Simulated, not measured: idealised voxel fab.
The process module that follows is named voxel self aligned contacts.
This is section cut - it's 155 nm across, gridded in 5 nm square cells.
A cross-section is written here as square cells arranged in a grid, and it is given in bands from the top down, each band taking up one or more rows of cells. It is stipulated that each band's entry specify, in nanometres, the height of the top of the band and then that of its bottom, followed by the materials of the band in left-to-right sequence, each together with its width in nanometres. A single material marked by the word "throughout" is understood to fill the band from edge to edge; the word "blank" is understood to denote empty space. Counting heights begins at 0, where everything beneath is, in the wafer as received, one material. The lowest band has no bottom; it goes on downwards, as "top 0, no bottom" shows. The expression "30..40" gives the width at the extremes of the band, the first number at its top row of cells and the second at its bottom row, with the width changing by equal amounts from each row to the next in between. It should be understood that the words "nothing different", when stated for a given step, signify that the cross-section underwent no change in any of its cells during that step. "Encapsulated voids" contains a list of empty spaces, each no smaller than 8 cells and without an open way to the top, written in the form width x height at distance with the distance from the left edge and all three in nm. Anything after a step's settings on that line? It's the simulator's own note about the step. The optional step-line setting "overlay nm" applies to steps with a mask and quantifies how far to the right of its planned location the mask lay, a negative value indicating leftward placement.

**The planned process steps are enumerated hereunder**
1) RECEIVE (material Si)
2) OXIDIZE (depth nm 5)
3) DIRECTIONAL_DEP (material polySi; thk nm 20)
4) DIRECTIONAL_DEP (material SiN; thk nm 25)
5) MASKED_ETCH (tone cover; mask id GATE; width nm 35; pitch nm 75; etch materials SiN; depth nm 25; overlay nm 0)
6) MASKED_ETCH (tone cover; mask id GATE; width nm 35; pitch nm 75; etch materials polySi; depth nm 20; overlay nm 0)
7) CONFORMAL_DEP (material SiN; thk nm 10)
8) DIRECTIONAL_ETCH (etch materials SiN; depth nm 10)
9) FILL_DEP (material SiO2; thk nm 15)
10) CMP (height nm 50)
11) DIRECTIONAL_DEP (material aC; thk nm 10)
12) PATTERN (tone open; mask id CONTACT; material resist; width nm 60; thk nm 25; overlay nm 0)
13) DIRECTIONAL_ETCH (etch materials aC; depth nm 10)
14) STRIP (etch materials resist)
15) DIRECTIONAL_ETCH (etch materials SiO2; depth nm 55)
16) STRIP (etch materials aC)
17) CONFORMAL_DEP (material TiN; thk nm 5)
18) FILL_DEP (material W; thk nm 5)
19) CMP (height nm 50)
20) CONFORMAL_DEP (material SiCN; thk nm 5)

**Cross-section of the wafer at receipt, which is the condition after step 1**
  top 0, no bottom: Si throughout
  Encapsulated voids: none

**Module complete, cross-section. Starting point and plan per above. One mistake made in running the module**
  top 55, bottom 50: SiCN throughout
  top 50, bottom 45: 45 of SiO2, 25 of TiN, 10 of W, 25 of TiN, 50 of SiO2
  top 45, bottom 20: 10 of SiO2, 55 of SiN, 5 of TiN, 10 of W, 5 of TiN, 55 of SiN, 15 of SiO2
  top 20, bottom 15: 10 of SiO2, 10 of SiN, 35 of polySi, 10 of SiN, 5 of TiN, 10 of W, 5 of TiN, 10 of SiN, 35 of polySi, 10 of SiN, 15 of SiO2
  top 15, bottom 10: 10 of SiO2, 10 of SiN, 35 of polySi, 10 of SiN, 20 of TiN, 10 of SiN, 35 of polySi, 10 of SiN, 15 of SiO2
  top 10, bottom 0: 20 of SiN, 35 of polySi, 40 of SiN, 35 of polySi, 25 of SiN
  top 0, bottom -5: SiO2 throughout
  top -5, no bottom: Si throughout
  Encapsulated voids: none
Run error: steps 7 and 8 swapped
